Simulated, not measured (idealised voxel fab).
process module | voxel ribs on slabs
cross-section cut | 140 nm wide | cells 5 nm
A cross-section is a grid of square cells, given in bands from the top down. A band is one or more rows of cells.
Each band's line starts with the height of the band's top and of its bottom, in nm. Then come its materials from left to right, each with its width in nm. One material with "throughout" fills the band from edge to edge. "air" is empty space.
Height 0 is the level under which the wafer as received is all one material. The lowest band goes on downwards, as in "0 down".
A width such as "30 to 40" changes by the same amount from each row of cells to the next, from the band's top row to its bottom row.
"no change" after a step means that no cell of the cross-section changed.
closed voids: empty space of 8 cells or more with no open way to the top, each as width x height at its distance from the left edge, in nm
after a step's settings: what the simulator itself notes on the step
overlay nm, on a step with a mask: how far to the right of its planned place the mask lay; to the left if negative
plan
1 op RECEIVE | material Si
2 op DIRECTIONAL_DEP | material SiO2 | thk nm 20
3 op DIRECTIONAL_DEP | material polySi | thk nm 20
4 op PATTERN | tone cover | mask id RIB | material resist | width nm 30 | thk nm 20 | overlay nm 0
5 op DIRECTIONAL_ETCH | etch materials polySi | depth nm 15
6 op STRIP | etch materials resist
7 op DIRECTIONAL_DEP | material aC | thk nm 15
8 op PATTERN | tone cover | mask id SLAB | material resist | width nm 60 | thk nm 35 | overlay nm 0
9 op DIRECTIONAL_ETCH | etch materials aC | depth nm 15
10 op STRIP | etch materials resist
11 op DIRECTIONAL_ETCH | etch materials polySi | depth nm 5
12 op STRIP | etch materials aC
13 op FILL_DEP | material SiO2 | thk nm 15
14 op CMP | height nm 50
15 op DIRECTIONAL_DEP | material TiN | thk nm 5
16 op MASKED_ETCH | tone cover | mask id HEATER | width nm 40 | etch materials TiN | depth nm 5 | overlay nm 0
17 op CONFORMAL_DEP | material SiO2 | thk nm 5
first wafer, as planned
as received, after step 1
  0 down: Si throughout
  closed voids: none
after step 2
  20 to 0: SiO2 throughout
  below 0: unchanged
after step 3
  40 to 20: polySi throughout
  below 20: unchanged
after step 4
  60 to 40: air 55 | resist 30 | air 55
  below 40: unchanged
after step 5
  60 to 40: air 55 | resist 30 | air 55
  40 to 25: air 55 | polySi 30 | air 55
  below 25: unchanged
after step 6
  40 to 25: air 55 | polySi 30 | air 55
  below 25: unchanged
after step 7
  55 to 40: air 55 | aC 30 | air 55
  40 to 25: aC 55 | polySi 30 | aC 55
  below 25: unchanged
after step 8
  90 to 55: air 40 | resist 60 | air 40
  55 to 40: air 40 | resist 15 | aC 30 | resist 15 | air 40
  below 40: unchanged
after step 9
  75 to 55: air 40 | resist 60 | air 40
  55 to 40: air 40 | resist 15 | aC 30 | resist 15 | air 40
  40 to 25: air 40 | aC 15 | polySi 30 | aC 15 | air 40
  below 25: unchanged
after step 10
  55 to 40: air 55 | aC 30 | air 55
  below 40: unchanged
after step 11
  55 to 40: air 55 | aC 30 | air 55
  40 to 25: air 40 | aC 15 | polySi 30 | aC 15 | air 40
  25 to 20: air 40 | polySi 60 | air 40
  below 20: unchanged
after step 12
  40 to 25: air 55 | polySi 30 | air 55
  below 25: unchanged
after step 13
  55 to 40: SiO2 throughout
  40 to 25: SiO2 55 | polySi 30 | SiO2 55
  25 to 20: SiO2 40 | polySi 60 | SiO2 40
  below 20: unchanged
after step 14
  50 to 40: SiO2 throughout
  below 40: unchanged
after step 15
  55 to 50: TiN throughout
  below 50: unchanged
after step 16
  55 to 50: air 50 | TiN 40 | air 50
  below 50: unchanged
after step 17
  60 to 55: air 45 | SiO2 50 | air 45
  55 to 50: SiO2 50 | TiN 40 | SiO2 50
  below 50: unchanged
second wafer: like start, like plan, one mistake. Through step 3 it matches the first wafer
when step 4 should have ended
  60 to 40: resist 55 | air 30 | resist 55
  below 40: unchanged
when step 5 should have ended
  60 to 40: resist 55 | air 30 | resist 55
  40 to 25: polySi 55 | air 30 | polySi 55
  below 25: unchanged
when step 6 should have ended
  40 to 25: polySi 55 | air 30 | polySi 55
  below 25: unchanged
when step 7 should have ended
  55 to 40: aC 55 | air 30 | aC 55
  40 to 25: polySi 55 | aC 30 | polySi 55
  below 25: unchanged
when step 8 should have ended
  90 to 55: air 40 | resist 60 | air 40
  55 to 40: aC 55 | resist 30 | aC 55
  below 40: unchanged
when step 9 should have ended
  75 to 55: air 40 | resist 60 | air 40
  55 to 40: air 40 | aC 15 | resist 30 | aC 15 | air 40
  below 40: unchanged
when step 10 should have ended
  55 to 40: air 40 | aC 15 | air 30 | aC 15 | air 40
  below 40: unchanged
when step 11 should have ended
  55 to 40: air 40 | aC 15 | air 30 | aC 15 | air 40
  40 to 35: air 40 | polySi 15 | aC 30 | polySi 15 | air 40
  below 35: unchanged
when step 12 should have ended
  40 to 35: air 40 | polySi 15 | air 30 | polySi 15 | air 40
  35 to 25: polySi 55 | air 30 | polySi 55
  below 25: unchanged
when step 13 should have ended
  55 to 40: SiO2 throughout
  40 to 35: SiO2 40 | polySi 15 | SiO2 30 | polySi 15 | SiO2 40
  35 to 25: polySi 55 | SiO2 30 | polySi 55
  below 25: unchanged
when step 14 should have ended
  50 to 40: SiO2 throughout
  below 40: unchanged
when step 15 should have ended
  55 to 50: TiN throughout
  below 50: unchanged
when step 16 should have ended
  55 to 50: air 50 | TiN 40 | air 50
  below 50: unchanged
when step 17 should have ended
  60 to 55: air 45 | SiO2 50 | air 45
  55 to 50: SiO2 50 | TiN 40 | SiO2 50
  below 50: unchanged
what went wrong: step 4 ran as: op PATTERN | tone open | mask id RIB | material resist | width nm 30 | thk nm 20 | overlay nm 0
at the end the second wafer has, in cells: 48 fewer of SiO2 | 48 more of polySi
